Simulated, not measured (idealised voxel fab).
process module | voxel local oxidation
cross-section cut | 255 nm wide | cells 5 nm
A cross-section is a grid of square cells, given in bands from the top down. A band is one or more rows of cells.
Each band's line starts with the height of the band's top and of its bottom, in nm. Then come its materials from left to right, each with its width in nm. One material with "throughout" fills the band from edge to edge. "air" is empty space.
Height 0 is the level under which the wafer as received is all one material. The lowest band goes on downwards, as in "0 down".
A width such as "30 to 40" changes by the same amount from each row of cells to the next, from the band's top row to its bottom row.
"no change" after a step means that no cell of the cross-section changed.
closed voids: empty space of 8 cells or more with no open way to the top, each as width x height at its distance from the left edge, in nm
after a step's settings: what the simulator itself notes on the step
overlay nm, on a step with a mask: how far to the right of its planned place the mask lay; to the left if negative
plan
1 op RECEIVE | material Si
2 op CONFORMAL_DEP | material SiO2 | thk nm 5
3 op CONFORMAL_DEP | material SiN | thk nm 15
4 op PATTERN | tone cover | mask id ACTIVE | material resist | width nm 105 | thk nm 15 | overlay nm 0
5 op DIRECTIONAL_ETCH | etch materials SiN | depth nm 15
6 op STRIP | etch materials resist
7 op SELECTIVE_ETCH | etch materials SiO2 | depth nm 5
8 op OXIDIZE | depth nm 10
9 op STRIP | etch materials SiN
as received, after step 1
  0 down: Si throughout
  closed voids: none
first wafer at the end, as planned
  5 to 0: air 80 | SiO2 95 | air 80
  0 to -10: SiO2 90 | Si 75 | SiO2 90
  -10 down: Si throughout
  closed voids: none
second wafer at the end: like start, like plan, one mistake
  15 to 0: SiO2 throughout
  0 down: Si throughout
  closed voids: none
what went wrong: step 3 ran as: op CONFORMAL_DEP | material SiO2 | thk nm 15
at the end the second wafer has, in cells: 72 more of Si | 62 more of SiO2
